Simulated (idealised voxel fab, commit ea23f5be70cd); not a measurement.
process module | voxel capacitor over wiring
cross-section cut | 205 nm wide | cells 5 nm
A cross-section is a grid of square cells, given in bands from the top down. A band is one or more rows of cells.
Each band's line starts with the height of the band's top and of its bottom, in nm. Then come its materials from left to right, each with its width in nm. One material with "throughout" fills the band from edge to edge. "air" is empty space.
Height 0 is the level under which the wafer as received is all one material. The lowest band goes on downwards, as in "0 down".
A width such as "30 to 40" changes by the same amount from each row of cells to the next, from the band's top row to its bottom row.
"no change" after a step means that no cell of the cross-section changed.
closed voids: empty space of 8 cells or more with no open way to the top, each as width x height at its distance from the left edge, in nm
after a step's settings: what the simulator itself notes on the step
overlay nm, on a step with a mask: how far to the right of its planned place the mask lay; to the left if negative
plan
1 op RECEIVE | material Si
2 op CONFORMAL_DEP | material SiO2 | thk nm 15
3 op CONFORMAL_DEP | material SiCN | thk nm 5
4 op DIRECTIONAL_DEP | material lowk | thk nm 25
5 op MASKED_ETCH | tone open | mask id METAL_1 | width nm 25 | pitch nm 90 | etch materials lowk | depth nm 25 | overlay nm 0
6 op MASKED_ETCH | tone open | mask id METAL_1 | width nm 25 | pitch nm 90 | etch materials SiCN | depth nm 5 | overlay nm -15
7 op CONFORMAL_DEP | material TiN | thk nm 5
8 op FILL_DEP | material Cu | thk nm 5
9 op CMP | height nm 45
10 op CONFORMAL_DEP | material SiCN | thk nm 5
11 op DIRECTIONAL_DEP | material lowk | thk nm 10
12 op DIRECTIONAL_DEP | material aC | thk nm 15
13 op PATTERN | tone open | mask id PLUG_1 | material resist | width nm 15 | thk nm 30 | overlay nm 0
14 op DIRECTIONAL_ETCH | etch materials aC | depth nm 15
15 op STRIP | etch materials resist
16 op DIRECTIONAL_ETCH | etch materials lowk | depth nm 10
17 op DIRECTIONAL_ETCH | etch materials SiCN | depth nm 5
18 op STRIP | etch materials aC
19 op EPI | material Ru | thk nm 10
20 op EPI | material Ru | thk nm 5
21 op DIRECTIONAL_DEP | material TiN | thk nm 5
22 op DIRECTIONAL_DEP | material SiN | thk nm 5
23 op DIRECTIONAL_DEP | material TiN | thk nm 5
24 op PATTERN | tone cover | mask id UPPER_PLATE | material resist | width nm 70 | thk nm 15 | overlay nm 0
25 op DIRECTIONAL_ETCH | etch materials TiN | depth nm 5
26 op DIRECTIONAL_ETCH | etch materials SiN | depth nm 5
27 op STRIP | etch materials resist
28 op DIRECTIONAL_DEP | material aC | thk nm 15
29 op PATTERN | tone cover | mask id LOWER_PLATE | material resist | width nm 80 | thk nm 35 | overlay nm 0
30 op DIRECTIONAL_ETCH | etch materials aC | depth nm 15
31 op STRIP | etch materials resist
32 op DIRECTIONAL_ETCH | etch materials TiN | depth nm 5
33 op STRIP | etch materials aC
34 op FILL_DEP | material SiO2 | thk nm 20
35 op CMP | height nm 90
36 op DIRECTIONAL_DEP | material aC | thk nm 15
37 op PATTERN | tone open | mask id PLUG_2 | material resist | width nm 15 | thk nm 35 | overlay nm 0
38 op DIRECTIONAL_ETCH | etch materials aC | depth nm 15
39 op STRIP | etch materials resist
40 op DIRECTIONAL_ETCH | etch materials SiO2 | depth nm 15
41 op STRIP | etch materials aC
42 op CONFORMAL_DEP | material TiN | thk nm 5
43 op FILL_DEP | material Cu | thk nm 10
44 op CMP | height nm 90
45 op CONFORMAL_DEP | material SiCN | thk nm 5
varied across the wafers: overlay nm of step 6. The plan shows the first wafer's value. All wafers start alike
first wafer as received, after step 1
  0 down: Si throughout
  closed voids: none
each wafer at the end: cells of each material gained (+) or lost (-) since it was received, then its closed voids
overlay nm -15 | +26 Cu | +9 Ru | +116 SiCN | +14 SiN | +316 SiO2 | +67 TiN | +231 lowk | closed voids: none
overlay nm -10 | +28 Cu | +9 Ru | +114 SiCN | +14 SiN | +316 SiO2 | +67 TiN | +231 lowk | closed voids: none
overlay nm -5 | +30 Cu | +9 Ru | +112 SiCN | +14 SiN | +316 SiO2 | +67 TiN | +231 lowk | closed voids: none
overlay nm 0 | +32 Cu | +9 Ru | +110 SiCN | +14 SiN | +316 SiO2 | +67 TiN | +231 lowk | closed voids: none
overlay nm 5 | +30 Cu | +9 Ru | +112 SiCN | +14 SiN | +316 SiO2 | +67 TiN | +231 lowk | closed voids: none
overlay nm 10 | +28 Cu | +9 Ru | +114 SiCN | +14 SiN | +316 SiO2 | +67 TiN | +231 lowk | closed voids: none
overlay nm 15 | +26 Cu | +9 Ru | +116 SiCN | +14 SiN | +316 SiO2 | +67 TiN | +231 lowk | closed voids: none
